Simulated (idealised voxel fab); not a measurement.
The process module that follows is named voxel trench capacitor.
Cross-section cut: width 195 nm, square cells of 5 nm.
We lay out every cross-section as a grid of square cells and spell it out in bands from the top down, where one band means one or more rows of cells.
Within each band entry, the heights of the top and of the bottom of the band appear first, in that order and in nm; the materials of the band then follow from left to right, each with its corresponding width in nm. The designation "throughout" on a single material indicates that it fills the band from edge to edge; the designation "blank" indicates empty space.
Below 0: as-received wafer, all one material; heights counted from there. Lowest band: no bottom, goes on down, written "z 0 and below".
When a width is written as two numbers, as in "30->40", the first number is the width in the top row of cells of the band and the second is the width in its bottom row, and the width changes by the same amount from each row to the next.
A step reported as "no modifications" is a step in which no cell of the cross-section changed.
Closed empty spaces (no open way to the top) of 8 cells or more are what "Completely enclosed voids" lists, each as width x height at distance from the left edge, nm for all three.
Heads up: the bit after the settings on a step's line is the simulator's remark on that step.
overlay nm: for a step with a mask, the amount by which the mask lay right of where it was planned; a negative amount means left of it.

THESE ARE THE STEPS WE PLANNED FOR THE PROCESS
step 1: RECEIVE with material Si
step 2: CONFORMAL_DEP with material SiN, thk nm 10
step 3: PATTERN with tone open, mask id TRENCH, material resist, width nm 25, pitch nm 45, thk nm 15, overlay nm 0
step 4: DIRECTIONAL_ETCH with etch materials SiN, depth nm 10
step 5: DIRECTIONAL_ETCH with etch materials Si, depth nm 30
step 6: STRIP with etch materials resist
step 7: CONFORMAL_DEP with material Al2O3, thk nm 5
step 8: CONFORMAL_DEP with material TiN, thk nm 5
step 9: FILL_DEP with material W, thk nm 5
step 10: CMP with height nm 10

DELIVERED WAFER IN CROSS-SECTION: STATE AFTER STEP 1
> z 0 and below  Si throughout
> Completely enclosed voids: none

END-OF-MODULE XS, FIRST OF TWO WAFERS, RUN AS PLANNED
> z 10 to 0  SiN 40 nm / Al2O3 5 nm / TiN 5 nm / W 5 nm / TiN 5 nm / Al2O3 5 nm / SiN 20 nm / Al2O3 5 nm / TiN 5 nm / W 5 nm / TiN 5 nm / Al2O3 5 nm / SiN 20 nm / Al2O3 5 nm / TiN 5 nm / W 5 nm / TiN 5 nm / Al2O3 5 nm / SiN 40 nm
> z 0 to -20  Si 40 nm / Al2O3 5 nm / TiN 5 nm / W 5 nm / TiN 5 nm / Al2O3 5 nm / Si 20 nm / Al2O3 5 nm / TiN 5 nm / W 5 nm / TiN 5 nm / Al2O3 5 nm / Si 20 nm / Al2O3 5 nm / TiN 5 nm / W 5 nm / TiN 5 nm / Al2O3 5 nm / Si 40 nm
> z -20 to -25  Si 40 nm / Al2O3 5 nm / TiN 15 nm / Al2O3 5 nm / Si 20 nm / Al2O3 5 nm / TiN 15 nm / Al2O3 5 nm / Si 20 nm / Al2O3 5 nm / TiN 15 nm / Al2O3 5 nm / Si 40 nm
> z -25 to -30  Si 40 nm / Al2O3 25 nm / Si 20 nm / Al2O3 25 nm / Si 20 nm / Al2O3 25 nm / Si 40 nm
> z -30 and below  Si throughout
> Completely enclosed voids: none

CROSS-SECTIONAL VIEW OF THE SECOND OF TWO WAFERS UPON COMPLETION OF THE MODULE. THIS WAFER SHARED ITS STARTING CONDITION AND PROCESS PLAN WITH THE FIRST; ONE ERROR WAS MADE DURING ITS EXECUTION
> z 10 to 0  SiN 35 nm / Al2O3 5 nm / TiN 5 nm / W 5 nm / TiN 5 nm / Al2O3 5 nm / SiN 20 nm / Al2O3 5 nm / TiN 5 nm / W 5 nm / TiN 5 nm / Al2O3 5 nm / SiN 20 nm / Al2O3 5 nm / TiN 5 nm / W 5 nm / TiN 5 nm / Al2O3 5 nm / SiN 45 nm
> z 0 to -20  Si 35 nm / Al2O3 5 nm / TiN 5 nm / W 5 nm / TiN 5 nm / Al2O3 5 nm / Si 20 nm / Al2O3 5 nm / TiN 5 nm / W 5 nm / TiN 5 nm / Al2O3 5 nm / Si 20 nm / Al2O3 5 nm / TiN 5 nm / W 5 nm / TiN 5 nm / Al2O3 5 nm / Si 45 nm
> z -20 to -25  Si 35 nm / Al2O3 5 nm / TiN 15 nm / Al2O3 5 nm / Si 20 nm / Al2O3 5 nm / TiN 15 nm / Al2O3 5 nm / Si 20 nm / Al2O3 5 nm / TiN 15 nm / Al2O3 5 nm / Si 45 nm
> z -25 to -30  Si 35 nm / Al2O3 25 nm / Si 20 nm / Al2O3 25 nm / Si 20 nm / Al2O3 25 nm / Si 45 nm
> z -30 and below  Si throughout
> Completely enclosed voids: none
what went wrong: step 3 ran differently from the plan; actual operation with settings: PATTERN with tone open, mask id TRENCH, material resist, width nm 25, pitch nm 45, thk nm 15, overlay nm -5
The concluding comparison shows that, measured in cells, each material is equally abundant on both wafers, albeit at different positions.
